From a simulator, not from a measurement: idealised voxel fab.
You're looking at the process module voxel wiring stack.
cross-section cut | 255 nm wide | cells 5 nm
Cross-section = grid of square cells, listed top down in bands; band = one or more rows.
The band entry comprises the height of the band's top followed by the height of its bottom, expressed in nm, and subsequently the band's materials from left to right, each stated together with its width in nm. Where a single material is marked with the word "throughout", that material fills the band from edge to edge. The word "empty" represents empty space.
Height datum 0, below which the as-received substrate wafer is one material. Lowest band open at the bottom, running downward: "top 0, no bottom".
The width entry "30->40" should be interpreted row by row: the top row of cells in the band takes the first number, the bottom row takes the second number, and the change between adjacent rows is uniform throughout.
For the purposes of this document, the phrase "remained unchanged" attached to a step denotes that no cell within the cross-section was modified by that step.
Entry "Fully enclosed voids" = empty spaces >= 8 cells with no open way to the top; each as width x height at distance, distance from left edge, all nm.
What comes after the settings on a step's line is commentary from the simulator itself on that step.
A step line may carry the setting "overlay nm", which, for steps involving a mask, states the distance by which the mask lay to the right of its intended position; negative values denote displacement to the left.

Process steps (planned)
1,RECEIVE with material Si
2,CONFORMAL_DEP with material SiO2, thk nm 15
3,CONFORMAL_DEP with material SiN, thk nm 5
4,DIRECTIONAL_DEP with material lowk, thk nm 25
5,MASKED_ETCH with tone open, mask id METAL_1, width nm 30, pitch nm 50, etch materials lowk, depth nm 25, overlay nm 0
6,MASKED_ETCH with tone open, mask id METAL_1, width nm 30, pitch nm 50, etch materials SiN, depth nm 5, overlay nm 0
7,CONFORMAL_DEP with material TiN, thk nm 5
8,FILL_DEP with material Cu, thk nm 10
9,CMP with height nm 45
10,CONFORMAL_DEP with material SiCN, thk nm 5
11,DIRECTIONAL_DEP with material SiO2, thk nm 25
12,MASKED_ETCH with tone open, mask id METAL_2_HOLES, width nm 15, pitch nm 50, etch materials SiO2, depth nm 25, overlay nm 0
13,MASKED_ETCH with tone open, mask id METAL_2, width nm 30, pitch nm 50, etch materials SiO2, depth nm 15, overlay nm 0
14,MASKED_ETCH with tone open, mask id METAL_2, width nm 30, pitch nm 50, etch materials SiCN, depth nm 5, overlay nm 0
15,CONFORMAL_DEP with material TiN, thk nm 5
16,FILL_DEP with material Cu, thk nm 10
17,CMP with height nm 75
18,CONFORMAL_DEP with material SiCN, thk nm 5
19,DIRECTIONAL_DEP with material lowk, thk nm 30
20,MASKED_ETCH with tone open, mask id METAL_3, width nm 30, pitch nm 50, etch materials lowk, depth nm 15, overlay nm 0
21,MASKED_ETCH with tone open, mask id METAL_3_HOLES, width nm 15, pitch nm 50, etch materials lowk, depth nm 15, overlay nm 0
22,MASKED_ETCH with tone open, mask id METAL_3_HOLES, width nm 15, pitch nm 50, etch materials SiCN, depth nm 5, overlay nm 0
23,CONFORMAL_DEP with material TiN, thk nm 5
24,FILL_DEP with material Cu, thk nm 5
25,CMP with height nm 110
26,CONFORMAL_DEP with material SiN, thk nm 5

First wafer of two (run as planned)

Cross-section of the wafer as it came to us, i.e., already through step 1
> top 0, no bottom  Si throughout
> Fully enclosed voids: none

Step 2 complete: cross-section through the wafer
> top 15, bottom 0  SiO2 throughout
> For the remainder of the cross-section, below 0, there is no change.

Step 3 complete: cross-section through the wafer
> top 20, bottom 15  SiN throughout
> For the remainder of the cross-section, below 15, there is no change.

Step 4 complete: cross-section through the wafer
> top 45, bottom 20  lowk throughout
> For the remainder of the cross-section, below 20, there is no change.

Step 5 complete: cross-section through the wafer
> top 45, bottom 20  lowk 35; empty 30; lowk 20; empty 30; lowk 20; empty 30; lowk 20; empty 30; lowk 40
> For the remainder of the cross-section, below 20, there is no change.

Step 6 complete: cross-section through the wafer
> top 45, bottom 20  lowk 35; empty 30; lowk 20; empty 30; lowk 20; empty 30; lowk 20; empty 30; lowk 40
> top 20, bottom 15  SiN 35; empty 30; SiN 20; empty 30; SiN 20; empty 30; SiN 20; empty 30; SiN 40
> For the remainder of the cross-section, below 15, there is no change.

Step 7 complete: cross-section through the wafer
> top 50, bottom 45  TiN 40; empty 20; TiN 30; empty 20; TiN 30; empty 20; TiN 30; empty 20; TiN 45
> top 45, bottom 20  lowk 35; TiN 5; empty 20; TiN 5; lowk 20; TiN 5; empty 20; TiN 5; lowk 20; TiN 5; empty 20; TiN 5; lowk 20; TiN 5; empty 20; TiN 5; lowk 40
> top 20, bottom 15  SiN 35; TiN 30; SiN 20; TiN 30; SiN 20; TiN 30; SiN 20; TiN 30; SiN 40
> For the remainder of the cross-section, below 15, there is no change.

Step 8 complete: cross-section through the wafer
> top 60, bottom 50  Cu throughout
> top 50, bottom 45  TiN 40; Cu 20; TiN 30; Cu 20; TiN 30; Cu 20; TiN 30; Cu 20; TiN 45
> top 45, bottom 20  lowk 35; TiN 5; Cu 20; TiN 5; lowk 20; TiN 5; Cu 20; TiN 5; lowk 20; TiN 5; Cu 20; TiN 5; lowk 20; TiN 5; Cu 20; TiN 5; lowk 40
> For the remainder of the cross-section, below 20, there is no change.

Step 9 complete: cross-section through the wafer
> top 45, bottom 20  lowk 35; TiN 5; Cu 20; TiN 5; lowk 20; TiN 5; Cu 20; TiN 5; lowk 20; TiN 5; Cu 20; TiN 5; lowk 20; TiN 5; Cu 20; TiN 5; lowk 40
> For the remainder of the cross-section, below 20, there is no change.

Step 10 complete: cross-section through the wafer
> top 50, bottom 45  SiCN throughout
> For the remainder of the cross-section, below 45, there is no change.

Step 11 complete: cross-section through the wafer
> top 75, bottom 50  SiO2 throughout
> For the remainder of the cross-section, below 50, there is no change.

Step 12 complete: cross-section through the wafer
> top 75, bottom 50  SiO2 35; empty 15; SiO2 35; empty 15; SiO2 35; empty 15; SiO2 35; empty 15; SiO2 55
> For the remainder of the cross-section, below 50, there is no change.

Step 13 complete: cross-section through the wafer
> top 75, bottom 60  SiO2 35; empty 30; SiO2 20; empty 30; SiO2 20; empty 30; SiO2 20; empty 30; SiO2 40
> For the remainder of the cross-section, below 60, there is no change.

Step 14 complete: cross-section through the wafer
> top 75, bottom 60  SiO2 35; empty 30; SiO2 20; empty 30; SiO2 20; empty 30; SiO2 20; empty 30; SiO2 40
> top 60, bottom 50  SiO2 35; empty 15; SiO2 35; empty 15; SiO2 35; empty 15; SiO2 35; empty 15; SiO2 55
> top 50, bottom 45  SiCN 35; empty 15; SiCN 35; empty 15; SiCN 35; empty 15; SiCN 35; empty 15; SiCN 55
> For the remainder of the cross-section, below 45, there is no change.

Step 15 complete: cross-section through the wafer
> top 80, bottom 75  TiN 40; empty 20; TiN 30; empty 20; TiN 30; empty 20; TiN 30; empty 20; TiN 45
> top 75, bottom 65  SiO2 35; TiN 5; empty 20; TiN 5; SiO2 20; TiN 5; empty 20; TiN 5; SiO2 20; TiN 5; empty 20; TiN 5; SiO2 20; TiN 5; empty 20; TiN 5; SiO2 40
> top 65, bottom 60  SiO2 35; TiN 5; empty 5; TiN 20; SiO2 20; TiN 5; empty 5; TiN 20; SiO2 20; TiN 5; empty 5; TiN 20; SiO2 20; TiN 5; empty 5; TiN 20; SiO2 40
> top 60, bottom 50  SiO2 35; TiN 5; empty 5; TiN 5; SiO2 35; TiN 5; empty 5; TiN 5; SiO2 35; TiN 5; empty 5; TiN 5; SiO2 35; TiN 5; empty 5; TiN 5; SiO2 55
> top 50, bottom 45  SiCN 35; TiN 15; SiCN 35; TiN 15; SiCN 35; TiN 15; SiCN 35; TiN 15; SiCN 55
> For the remainder of the cross-section, below 45, there is no change.

Step 16 complete: cross-section through the wafer
> top 90, bottom 80  Cu throughout
> top 80, bottom 75  TiN 40; Cu 20; TiN 30; Cu 20; TiN 30; Cu 20; TiN 30; Cu 20; TiN 45
> top 75, bottom 65  SiO2 35; TiN 5; Cu 20; TiN 5; SiO2 20; TiN 5; Cu 20; TiN 5; SiO2 20; TiN 5; Cu 20; TiN 5; SiO2 20; TiN 5; Cu 20; TiN 5; SiO2 40
> top 65, bottom 60  SiO2 35; TiN 5; Cu 5; TiN 20; SiO2 20; TiN 5; Cu 5; TiN 20; SiO2 20; TiN 5; Cu 5; TiN 20; SiO2 20; TiN 5; Cu 5; TiN 20; SiO2 40
> top 60, bottom 50  SiO2 35; TiN 5; Cu 5; TiN 5; SiO2 35; TiN 5; Cu 5; TiN 5; SiO2 35; TiN 5; Cu 5; TiN 5; SiO2 35; TiN 5; Cu 5; TiN 5; SiO2 55
> For the remainder of the cross-section, below 50, there is no change.

Step 17 complete: cross-section through the wafer
> top 75, bottom 65  SiO2 35; TiN 5; Cu 20; TiN 5; SiO2 20; TiN 5; Cu 20; TiN 5; SiO2 20; TiN 5; Cu 20; TiN 5; SiO2 20; TiN 5; Cu 20; TiN 5; SiO2 40
> For the remainder of the cross-section, below 65, there is no change.

Step 18 complete: cross-section through the wafer
> top 80, bottom 75  SiCN throughout
> For the remainder of the cross-section, below 75, there is no change.

Step 19 complete: cross-section through the wafer
> top 110, bottom 80  lowk throughout
> For the remainder of the cross-section, below 80, there is no change.

Step 20 complete: cross-section through the wafer
> top 110, bottom 95  lowk 35; empty 30; lowk 20; empty 30; lowk 20; empty 30; lowk 20; empty 30; lowk 40
> For the remainder of the cross-section, below 95, there is no change.

Step 21 complete: cross-section through the wafer
> top 110, bottom 95  lowk 35; empty 30; lowk 20; empty 30; lowk 20; empty 30; lowk 20; empty 30; lowk 40
> top 95, bottom 80  lowk 35; empty 15; lowk 35; empty 15; lowk 35; empty 15; lowk 35; empty 15; lowk 55
> For the remainder of the cross-section, below 80, there is no change.

Step 22 complete: cross-section through the wafer
> top 110, bottom 95  lowk 35; empty 30; lowk 20; empty 30; lowk 20; empty 30; lowk 20; empty 30; lowk 40
> top 95, bottom 80  lowk 35; empty 15; lowk 35; empty 15; lowk 35; empty 15; lowk 35; empty 15; lowk 55
> top 80, bottom 75  SiCN 35; empty 15; SiCN 35; empty 15; SiCN 35; empty 15; SiCN 35; empty 15; SiCN 55
> For the remainder of the cross-section, below 75, there is no change.

Step 23 complete: cross-section through the wafer
> top 115, bottom 110  TiN 40; empty 20; TiN 30; empty 20; TiN 30; empty 20; TiN 30; empty 20; TiN 45
> top 110, bottom 100  lowk 35; TiN 5; empty 20; TiN 5; lowk 20; TiN 5; empty 20; TiN 5; lowk 20; TiN 5; empty 20; TiN 5; lowk 20; TiN 5; empty 20; TiN 5; lowk 40
> top 100, bottom 95  lowk 35; TiN 5; empty 5; TiN 20; lowk 20; TiN 5; empty 5; TiN 20; lowk 20; TiN 5; empty 5; TiN 20; lowk 20; TiN 5; empty 5; TiN 20; lowk 40
> top 95, bottom 80  lowk 35; TiN 5; empty 5; TiN 5; lowk 35; TiN 5; empty 5; TiN 5; lowk 35; TiN 5; empty 5; TiN 5; lowk 35; TiN 5; empty 5; TiN 5; lowk 55
> top 80, bottom 75  SiCN 35; TiN 15; SiCN 35; TiN 15; SiCN 35; TiN 15; SiCN 35; TiN 15; SiCN 55
> For the remainder of the cross-section, below 75, there is no change.

Step 24 complete: cross-section through the wafer
> top 120, bottom 115  Cu throughout
> top 115, bottom 110  TiN 40; Cu 20; TiN 30; Cu 20; TiN 30; Cu 20; TiN 30; Cu 20; TiN 45
> top 110, bottom 100  lowk 35; TiN 5; Cu 20; TiN 5; lowk 20; TiN 5; Cu 20; TiN 5; lowk 20; TiN 5; Cu 20; TiN 5; lowk 20; TiN 5; Cu 20; TiN 5; lowk 40
> top 100, bottom 95  lowk 35; TiN 5; Cu 5; TiN 20; lowk 20; TiN 5; Cu 5; TiN 20; lowk 20; TiN 5; Cu 5; TiN 20; lowk 20; TiN 5; Cu 5; TiN 20; lowk 40
> top 95, bottom 80  lowk 35; TiN 5; Cu 5; TiN 5; lowk 35; TiN 5; Cu 5; TiN 5; lowk 35; TiN 5; Cu 5; TiN 5; lowk 35; TiN 5; Cu 5; TiN 5; lowk 55
> For the remainder of the cross-section, below 80, there is no change.

Step 25 complete: cross-section through the wafer
> top 110, bottom 100  lowk 35; TiN 5; Cu 20; TiN 5; lowk 20; TiN 5; Cu 20; TiN 5; lowk 20; TiN 5; Cu 20; TiN 5; lowk 20; TiN 5; Cu 20; TiN 5; lowk 40
> For the remainder of the cross-section, below 100, there is no change.

Step 26 complete: cross-section through the wafer
> top 115, bottom 110  SiN throughout
> For the remainder of the cross-section, below 110, there is no change.

second wafer: like start, like plan, one mistake. Through step 4 it matches the first wafer

Second wafer cross-section, taken as of the time the plan sets for step 5 to be done
> top 45, bottom 20  lowk 40; empty 20; lowk 30; empty 20; lowk 30; empty 20; lowk 30; empty 20; lowk 45
> For the remainder of the cross-section, below 20, there is no change.

Second wafer cross-section, taken as of the time the plan sets for step 6 to be done
> top 45, bottom 20  lowk 40; empty 20; lowk 30; empty 20; lowk 30; empty 20; lowk 30; empty 20; lowk 45
> top 20, bottom 15  SiN 40; empty 20; SiN 30; empty 20; SiN 30; empty 20; SiN 30; empty 20; SiN 45
> For the remainder of the cross-section, below 15, there is no change.

Second wafer cross-section, taken as of the time the plan sets for step 7 to be done
> top 50, bottom 45  TiN 45; empty 10; TiN 40; empty 10; TiN 40; empty 10; TiN 40; empty 10; TiN 50
> top 45, bottom 20  lowk 40; TiN 5; empty 10; TiN 5; lowk 30; TiN 5; empty 10; TiN 5; lowk 30; TiN 5; empty 10; TiN 5; lowk 30; TiN 5; empty 10; TiN 5; lowk 45
> top 20, bottom 15  SiN 40; TiN 20; SiN 30; TiN 20; SiN 30; TiN 20; SiN 30; TiN 20; SiN 45
> For the remainder of the cross-section, below 15, there is no change.

Second wafer cross-section, taken as of the time the plan sets for step 8 to be done
> top 60, bottom 50  Cu throughout
> top 50, bottom 45  TiN 45; Cu 10; TiN 40; Cu 10; TiN 40; Cu 10; TiN 40; Cu 10; TiN 50
> top 45, bottom 20  lowk 40; TiN 5; Cu 10; TiN 5; lowk 30; TiN 5; Cu 10; TiN 5; lowk 30; TiN 5; Cu 10; TiN 5; lowk 30; TiN 5; Cu 10; TiN 5; lowk 45
> For the remainder of the cross-section, below 20, there is no change.

Second wafer cross-section, taken as of the time the plan sets for step 9 to be done
> top 45, bottom 20  lowk 40; TiN 5; Cu 10; TiN 5; lowk 30; TiN 5; Cu 10; TiN 5; lowk 30; TiN 5; Cu 10; TiN 5; lowk 30; TiN 5; Cu 10; TiN 5; lowk 45
> For the remainder of the cross-section, below 20, there is no change.

Second wafer cross-section, taken as of the time the plan sets for step 10 to be done
> top 50, bottom 45  SiCN throughout
> For the remainder of the cross-section, below 45, there is no change.

Second wafer cross-section, taken as of the time the plan sets for step 11 to be done
> top 75, bottom 50  SiO2 throughout
> For the remainder of the cross-section, below 50, there is no change.

Second wafer cross-section, taken as of the time the plan sets for step 12 to be done
> top 75, bottom 50  SiO2 35; empty 15; SiO2 35; empty 15; SiO2 35; empty 15; SiO2 35; empty 15; SiO2 55
> For the remainder of the cross-section, below 50, there is no change.

Second wafer cross-section, taken as of the time the plan sets for step 13 to be done
> top 75, bottom 60  SiO2 35; empty 30; SiO2 20; empty 30; SiO2 20; empty 30; SiO2 20; empty 30; SiO2 40
> For the remainder of the cross-section, below 60, there is no change.

Second wafer cross-section, taken as of the time the plan sets for step 14 to be done
> top 75, bottom 60  SiO2 35; empty 30; SiO2 20; empty 30; SiO2 20; empty 30; SiO2 20; empty 30; SiO2 40
> top 60, bottom 50  SiO2 35; empty 15; SiO2 35; empty 15; SiO2 35; empty 15; SiO2 35; empty 15; SiO2 55
> top 50, bottom 45  SiCN 35; empty 15; SiCN 35; empty 15; SiCN 35; empty 15; SiCN 35; empty 15; SiCN 55
> For the remainder of the cross-section, below 45, there is no change.

Second wafer cross-section, taken as of the time the plan sets for step 15 to be done
> top 80, bottom 75  TiN 40; empty 20; TiN 30; empty 20; TiN 30; empty 20; TiN 30; empty 20; TiN 45
> top 75, bottom 65  SiO2 35; TiN 5; empty 20; TiN 5; SiO2 20; TiN 5; empty 20; TiN 5; SiO2 20; TiN 5; empty 20; TiN 5; SiO2 20; TiN 5; empty 20; TiN 5; SiO2 40
> top 65, bottom 60  SiO2 35; TiN 5; empty 5; TiN 20; SiO2 20; TiN 5; empty 5; TiN 20; SiO2 20; TiN 5; empty 5; TiN 20; SiO2 20; TiN 5; empty 5; TiN 20; SiO2 40
> top 60, bottom 50  SiO2 35; TiN 5; empty 5; TiN 5; SiO2 35; TiN 5; empty 5; TiN 5; SiO2 35; TiN 5; empty 5; TiN 5; SiO2 35; TiN 5; empty 5; TiN 5; SiO2 55
> top 50, bottom 45  SiCN 35; TiN 15; SiCN 35; TiN 15; SiCN 35; TiN 15; SiCN 35; TiN 15; SiCN 55
> For the remainder of the cross-section, below 45, there is no change.

Second wafer cross-section, taken as of the time the plan sets for step 16 to be done
> top 90, bottom 80  Cu throughout
> top 80, bottom 75  TiN 40; Cu 20; TiN 30; Cu 20; TiN 30; Cu 20; TiN 30; Cu 20; TiN 45
> top 75, bottom 65  SiO2 35; TiN 5; Cu 20; TiN 5; SiO2 20; TiN 5; Cu 20; TiN 5; SiO2 20; TiN 5; Cu 20; TiN 5; SiO2 20; TiN 5; Cu 20; TiN 5; SiO2 40
> top 65, bottom 60  SiO2 35; TiN 5; Cu 5; TiN 20; SiO2 20; TiN 5; Cu 5; TiN 20; SiO2 20; TiN 5; Cu 5; TiN 20; SiO2 20; TiN 5; Cu 5; TiN 20; SiO2 40
> top 60, bottom 50  SiO2 35; TiN 5; Cu 5; TiN 5; SiO2 35; TiN 5; Cu 5; TiN 5; SiO2 35; TiN 5; Cu 5; TiN 5; SiO2 35; TiN 5; Cu 5; TiN 5; SiO2 55
> For the remainder of the cross-section, below 50, there is no change.

Second wafer cross-section, taken as of the time the plan sets for step 17 to be done
> top 75, bottom 65  SiO2 35; TiN 5; Cu 20; TiN 5; SiO2 20; TiN 5; Cu 20; TiN 5; SiO2 20; TiN 5; Cu 20; TiN 5; SiO2 20; TiN 5; Cu 20; TiN 5; SiO2 40
> For the remainder of the cross-section, below 65, there is no change.

Second wafer cross-section, taken as of the time the plan sets for step 18 to be done
> top 80, bottom 75  SiCN throughout
> For the remainder of the cross-section, below 75, there is no change.

Second wafer cross-section, taken as of the time the plan sets for step 19 to be done
> top 110, bottom 80  lowk throughout
> For the remainder of the cross-section, below 80, there is no change.

Second wafer cross-section, taken as of the time the plan sets for step 20 to be done
> top 110, bottom 95  lowk 35; empty 30; lowk 20; empty 30; lowk 20; empty 30; lowk 20; empty 30; lowk 40
> For the remainder of the cross-section, below 95, there is no change.

Second wafer cross-section, taken as of the time the plan sets for step 21 to be done
> top 110, bottom 95  lowk 35; empty 30; lowk 20; empty 30; lowk 20; empty 30; lowk 20; empty 30; lowk 40
> top 95, bottom 80  lowk 35; empty 15; lowk 35; empty 15; lowk 35; empty 15; lowk 35; empty 15; lowk 55
> For the remainder of the cross-section, below 80, there is no change.

Second wafer cross-section, taken as of the time the plan sets for step 22 to be done
> top 110, bottom 95  lowk 35; empty 30; lowk 20; empty 30; lowk 20; empty 30; lowk 20; empty 30; lowk 40
> top 95, bottom 80  lowk 35; empty 15; lowk 35; empty 15; lowk 35; empty 15; lowk 35; empty 15; lowk 55
> top 80, bottom 75  SiCN 35; empty 15; SiCN 35; empty 15; SiCN 35; empty 15; SiCN 35; empty 15; SiCN 55
> For the remainder of the cross-section, below 75, there is no change.

Second wafer cross-section, taken as of the time the plan sets for step 23 to be done
> top 115, bottom 110  TiN 40; empty 20; TiN 30; empty 20; TiN 30; empty 20; TiN 30; empty 20; TiN 45
> top 110, bottom 100  lowk 35; TiN 5; empty 20; TiN 5; lowk 20; TiN 5; empty 20; TiN 5; lowk 20; TiN 5; empty 20; TiN 5; lowk 20; TiN 5; empty 20; TiN 5; lowk 40
> top 100, bottom 95  lowk 35; TiN 5; empty 5; TiN 20; lowk 20; TiN 5; empty 5; TiN 20; lowk 20; TiN 5; empty 5; TiN 20; lowk 20; TiN 5; empty 5; TiN 20; lowk 40
> top 95, bottom 80  lowk 35; TiN 5; empty 5; TiN 5; lowk 35; TiN 5; empty 5; TiN 5; lowk 35; TiN 5; empty 5; TiN 5; lowk 35; TiN 5; empty 5; TiN 5; lowk 55
> top 80, bottom 75  SiCN 35; TiN 15; SiCN 35; TiN 15; SiCN 35; TiN 15; SiCN 35; TiN 15; SiCN 55
> For the remainder of the cross-section, below 75, there is no change.

Second wafer cross-section, taken as of the time the plan sets for step 24 to be done
> top 120, bottom 115  Cu throughout
> top 115, bottom 110  TiN 40; Cu 20; TiN 30; Cu 20; TiN 30; Cu 20; TiN 30; Cu 20; TiN 45
> top 110, bottom 100  lowk 35; TiN 5; Cu 20; TiN 5; lowk 20; TiN 5; Cu 20; TiN 5; lowk 20; TiN 5; Cu 20; TiN 5; lowk 20; TiN 5; Cu 20; TiN 5; lowk 40
> top 100, bottom 95  lowk 35; TiN 5; Cu 5; TiN 20; lowk 20; TiN 5; Cu 5; TiN 20; lowk 20; TiN 5; Cu 5; TiN 20; lowk 20; TiN 5; Cu 5; TiN 20; lowk 40
> top 95, bottom 80  lowk 35; TiN 5; Cu 5; TiN 5; lowk 35; TiN 5; Cu 5; TiN 5; lowk 35; TiN 5; Cu 5; TiN 5; lowk 35; TiN 5; Cu 5; TiN 5; lowk 55
> For the remainder of the cross-section, below 80, there is no change.

Second wafer cross-section, taken as of the time the plan sets for step 25 to be done
> top 110, bottom 100  lowk 35; TiN 5; Cu 20; TiN 5; lowk 20; TiN 5; Cu 20; TiN 5; lowk 20; TiN 5; Cu 20; TiN 5; lowk 20; TiN 5; Cu 20; TiN 5; lowk 40
> For the remainder of the cross-section, below 100, there is no change.

Second wafer cross-section, taken as of the time the plan sets for step 26 to be done
> top 115, bottom 110  SiN throughout
> For the remainder of the cross-section, below 110, there is no change.
Want to know what went wrong? so step 5 ended up running with a different setting than we planned, it ran as MASKED_ETCH with tone open, mask id METAL_1, width nm 20, pitch nm 50, etch materials lowk, depth nm 25, overlay nm 0
The closing comparison, in cells, has the second wafer with more or fewer of some materials than the first: 40 fewer of Cu | 8 more of SiN | 8 fewer of TiN | 40 more of lowk
